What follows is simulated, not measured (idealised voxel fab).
The following is a process module called voxel transistor to metal.
Xsec cut, 300 nm wide, square cell size 5 nm.
Bands, listed from the top down, are how a cross-section gets written in this document; the cross-section itself is a grid of square cells, and a band is one or more rows of them. Quick guide to a band line: top height, bottom height (nm) up front; then every material left to right with its width in nm. Only one material and it's marked "everywhere"? Then it fills the band edge to edge. And "empty" just means empty space. Heights are measured from 0, the level below which the as-received wafer is all one material; the lowest band has no bottom and continues downward, written as in "0..down". A width such as "30 to 40" changes by the same amount from each row of cells to the next, from the band's top row to its bottom row. "no modifications" for a step: no cell of the cross-section changed in that step. Entry "Enclosed cavities". Content: empty spaces with no open connection to the top, size 8 cells or greater. Each: width x height at distance. Distance: from left edge. Unit: nm. Step line, after settings: the simulator's comment on this step. overlay nm: where the mask lay relative to plan, measured to the right, on steps with a mask; negatives go left.

The following list gives the planned process steps
1 RECEIVE, material Si
2 CONFORMAL_DEP, material SiO2, thk nm 5
3 CONFORMAL_DEP, material SiN, thk nm 15
4 PATTERN, tone cover, mask id ACTIVE, material resist, width nm 115, pitch nm 145, thk nm 20, overlay nm 0
5 DIRECTIONAL_ETCH, etch materials SiN, depth nm 15
6 DIRECTIONAL_ETCH, etch materials SiO2, depth nm 5
7 DIRECTIONAL_ETCH, etch materials Si, depth nm 25
8 STRIP, etch materials resist
9 OXIDIZE, depth nm 5
10 FILL_DEP, material SiO2, thk nm 10
11 CMP, height nm 20
12 SELECTIVE_ETCH, etch materials SiO2, depth nm 5
13 STRIP, etch materials SiN
14 SELECTIVE_ETCH, etch materials SiO2, depth nm 5
15 OXIDIZE, depth nm 5
16 DIRECTIONAL_DEP, material polySi, thk nm 25
17 DIRECTIONAL_DEP, material SiCN, thk nm 10
18 MASKED_ETCH, tone cover, mask id GATE, width nm 25, pitch nm 145, etch materials SiCN, depth nm 20, overlay nm 0
19 MASKED_ETCH, tone cover, mask id GATE, width nm 25, pitch nm 145, etch materials polySi, depth nm 35, overlay nm 0
20 CONFORMAL_DEP, material SiN, thk nm 10
21 DIRECTIONAL_ETCH, etch materials SiN, depth nm 10
22 DIRECTIONAL_ETCH, etch materials SiO2, depth nm 5
23 DIRECTIONAL_ETCH, etch materials Si, depth nm 15
24 EPI, material nSi, thk nm 20
25 FILL_DEP, material SiO2, thk nm 10
26 CMP, height nm 35
27 DIRECTIONAL_DEP, material SiO2, thk nm 10
28 MASKED_ETCH, tone open, mask id CONTACT, width nm 30, etch materials SiO2, depth nm 45, overlay nm 0
29 CONFORMAL_DEP, material TiN, thk nm 5
30 FILL_DEP, material Ru, thk nm 5
31 CMP, height nm 45
32 DIRECTIONAL_DEP, material TiN, thk nm 5
33 DIRECTIONAL_DEP, material W, thk nm 15
34 PATTERN, tone cover, mask id METAL_1, material resist, width nm 20, thk nm 15, overlay nm 0
35 DIRECTIONAL_ETCH, etch materials W, depth nm 15
36 DIRECTIONAL_ETCH, etch materials TiN, depth nm 5
37 STRIP, etch materials resist
38 FILL_DEP, material lowk, thk nm 10
39 CMP, height nm 65
40 CONFORMAL_DEP, material SiCN, thk nm 5
41 DIRECTIONAL_DEP, material SiO2, thk nm 30
42 PATTERN, tone open, mask id METAL_2_HOLES, material resist, width nm 15, pitch nm 145, thk nm 20, overlay nm 0
43 DIRECTIONAL_ETCH, etch materials SiO2, depth nm 30
44 STRIP, etch materials resist
45 PATTERN, tone open, mask id METAL_2, material resist, width nm 20, pitch nm 145, thk nm 20, overlay nm 0
46 DIRECTIONAL_ETCH, etch materials SiO2, depth nm 15
47 DIRECTIONAL_ETCH, etch materials SiCN, depth nm 5
48 STRIP, etch materials resist
49 CONFORMAL_DEP, material TiN, thk nm 5
50 FILL_DEP, material Cu, thk nm 5
51 CMP, height nm 100
52 CONFORMAL_DEP, material SiCN, thk nm 5

As received, after step 1
    0..down: Si everywhere
    Enclosed cavities: none

As-planned run: cross-section of the first of two wafers at end of module
    105..100: SiCN everywhere
    100..90: 30 SiO2, then 5 TiN, then 10 Cu, then 5 TiN, then 125 SiO2, then 5 TiN, then 10 Cu, then 5 TiN, then 105 SiO2
    90..85: 30 SiO2, then 5 TiN, then 5 Cu, then 10 TiN, then 125 SiO2, then 5 TiN, then 5 Cu, then 10 TiN, then 105 SiO2
    85..70: 30 SiO2, then 5 TiN, then 5 Cu, then 5 TiN, then 130 SiO2, then 5 TiN, then 5 Cu, then 5 TiN, then 110 SiO2
    70..65: 30 SiCN, then 15 TiN, then 130 SiCN, then 15 TiN, then 110 SiCN
    65..50: 30 lowk, then 20 W, then 55 lowk, then 20 W, then 50 lowk, then 20 W, then 55 lowk, then 20 W, then 30 lowk
    50..45: 30 lowk, then 20 TiN, then 55 lowk, then 20 TiN, then 50 lowk, then 20 TiN, then 55 lowk, then 20 TiN, then 30 lowk
    45..35: 30 SiO2, then 5 TiN, then 20 to 15 Ru, then 5 to 10 TiN, then 35 SiO2, then 5 to 10 TiN, then 20 to 15 Ru, then 5 TiN, then 50 SiO2, then 5 TiN, then 20 to 15 Ru, then 5 to 10 TiN, then 35 SiO2, then 5 to 10 TiN, then 20 to 15 Ru, then 5 TiN, then 30 SiO2
    35..25: 30 SiO2, then 5 TiN, then 15 Ru, then 5 TiN, then 10 SiN, then 25 SiCN, then 10 SiN, then 5 TiN, then 15 Ru, then 5 TiN, then 50 SiO2, then 5 TiN, then 15 Ru, then 5 TiN, then 10 SiN, then 25 SiCN, then 10 SiN, then 5 TiN, then 15 Ru, then 5 TiN, then 30 SiO2
    25..20: 30 SiO2, then 5 TiN, then 15 Ru, then 5 TiN, then 10 SiN, then 25 polySi, then 10 SiN, then 5 TiN, then 15 Ru, then 5 TiN, then 50 SiO2, then 5 TiN, then 15 Ru, then 5 TiN, then 10 SiN, then 25 polySi, then 10 SiN, then 5 TiN, then 15 Ru, then 5 TiN, then 30 SiO2
    20..15: 30 SiO2, then 25 TiN, then 10 SiN, then 25 polySi, then 10 SiN, then 25 TiN, then 50 SiO2, then 25 TiN, then 10 SiN, then 25 polySi, then 10 SiN, then 25 TiN, then 30 SiO2
    15..10: 30 SiO2, then 5 TiN, then 20 nSi, then 10 SiN, then 25 polySi, then 10 SiN, then 20 nSi, then 5 TiN, then 50 SiO2, then 5 TiN, then 20 nSi, then 10 SiN, then 25 polySi, then 10 SiN, then 20 nSi, then 5 TiN, then 30 SiO2
    10..0: 15 SiO2, then 10 SiN, then 5 SiO2, then 5 TiN, then 20 nSi, then 10 SiN, then 25 polySi, then 10 SiN, then 20 nSi, then 5 TiN, then 5 SiO2, then 10 SiN, then 20 SiO2, then 10 SiN, then 5 SiO2, then 5 TiN, then 20 nSi, then 10 SiN, then 25 polySi, then 10 SiN, then 20 nSi, then 5 TiN, then 5 SiO2, then 10 SiN, then 15 SiO2
    0..-5: 25 SiO2, then 30 nSi, then 45 SiO2, then 30 nSi, then 40 SiO2, then 30 nSi, then 45 SiO2, then 30 nSi, then 25 SiO2
    -5..-20: 25 SiO2, then 30 nSi, then 45 Si, then 30 nSi, then 40 SiO2, then 30 nSi, then 45 Si, then 30 nSi, then 25 SiO2
    -20..-30: 25 SiO2, then 105 Si, then 40 SiO2, then 105 Si, then 25 SiO2
    -30..down: Si everywhere
    Enclosed cavities: none

So this is wafer number two of the two, cut at the end of the module - it started where the first did and had the same plan, we just got one thing wrong running it
    105..100: SiCN everywhere
    100..90: 30 SiO2, then 5 TiN, then 10 Cu, then 5 TiN, then 125 SiO2, then 5 TiN, then 10 Cu, then 5 TiN, then 105 SiO2
    90..85: 30 SiO2, then 5 TiN, then 5 Cu, then 10 TiN, then 125 SiO2, then 5 TiN, then 5 Cu, then 10 TiN, then 105 SiO2
    85..70: 30 SiO2, then 5 TiN, then 5 Cu, then 5 TiN, then 130 SiO2, then 5 TiN, then 5 Cu, then 5 TiN, then 110 SiO2
    70..65: 30 SiCN, then 15 TiN, then 130 SiCN, then 15 TiN, then 110 SiCN
    65..50: 30 SiN, then 20 W, then 55 SiN, then 20 W, then 50 SiN, then 20 W, then 55 SiN, then 20 W, then 30 SiN
    50..45: 30 SiN, then 20 TiN, then 55 SiN, then 20 TiN, then 50 SiN, then 20 TiN, then 55 SiN, then 20 TiN, then 30 SiN
    45..35: 30 SiO2, then 5 TiN, then 20 to 15 Ru, then 5 to 10 TiN, then 35 SiO2, then 5 to 10 TiN, then 20 to 15 Ru, then 5 TiN, then 50 SiO2, then 5 TiN, then 20 to 15 Ru, then 5 to 10 TiN, then 35 SiO2, then 5 to 10 TiN, then 20 to 15 Ru, then 5 TiN, then 30 SiO2
    35..25: 30 SiO2, then 5 TiN, then 15 Ru, then 5 TiN, then 10 SiN, then 25 SiCN, then 10 SiN, then 5 TiN, then 15 Ru, then 5 TiN, then 50 SiO2, then 5 TiN, then 15 Ru, then 5 TiN, then 10 SiN, then 25 SiCN, then 10 SiN, then 5 TiN, then 15 Ru, then 5 TiN, then 30 SiO2
    25..20: 30 SiO2, then 5 TiN, then 15 Ru, then 5 TiN, then 10 SiN, then 25 polySi, then 10 SiN, then 5 TiN, then 15 Ru, then 5 TiN, then 50 SiO2, then 5 TiN, then 15 Ru, then 5 TiN, then 10 SiN, then 25 polySi, then 10 SiN, then 5 TiN, then 15 Ru, then 5 TiN, then 30 SiO2
    20..15: 30 SiO2, then 25 TiN, then 10 SiN, then 25 polySi, then 10 SiN, then 25 TiN, then 50 SiO2, then 25 TiN, then 10 SiN, then 25 polySi, then 10 SiN, then 25 TiN, then 30 SiO2
    15..10: 30 SiO2, then 5 TiN, then 20 nSi, then 10 SiN, then 25 polySi, then 10 SiN, then 20 nSi, then 5 TiN, then 50 SiO2, then 5 TiN, then 20 nSi, then 10 SiN, then 25 polySi, then 10 SiN, then 20 nSi, then 5 TiN, then 30 SiO2
    10..0: 15 SiO2, then 10 SiN, then 5 SiO2, then 5 TiN, then 20 nSi, then 10 SiN, then 25 polySi, then 10 SiN, then 20 nSi, then 5 TiN, then 5 SiO2, then 10 SiN, then 20 SiO2, then 10 SiN, then 5 SiO2, then 5 TiN, then 20 nSi, then 10 SiN, then 25 polySi, then 10 SiN, then 20 nSi, then 5 TiN, then 5 SiO2, then 10 SiN, then 15 SiO2
    0..-5: 25 SiO2, then 30 nSi, then 45 SiO2, then 30 nSi, then 40 SiO2, then 30 nSi, then 45 SiO2, then 30 nSi, then 25 SiO2
    -5..-20: 25 SiO2, then 30 nSi, then 45 Si, then 30 nSi, then 40 SiO2, then 30 nSi, then 45 Si, then 30 nSi, then 25 SiO2
    -20..-30: 25 SiO2, then 105 Si, then 40 SiO2, then 105 Si, then 25 SiO2
    -30..down: Si everywhere
    Enclosed cavities: none
Want to know what went wrong? step 38 changed vs plan, executed as FILL_DEP, material SiN, thk nm 10
Cell-count delta at end, second wafer over first, by material: +176 SiN, -176 lowk
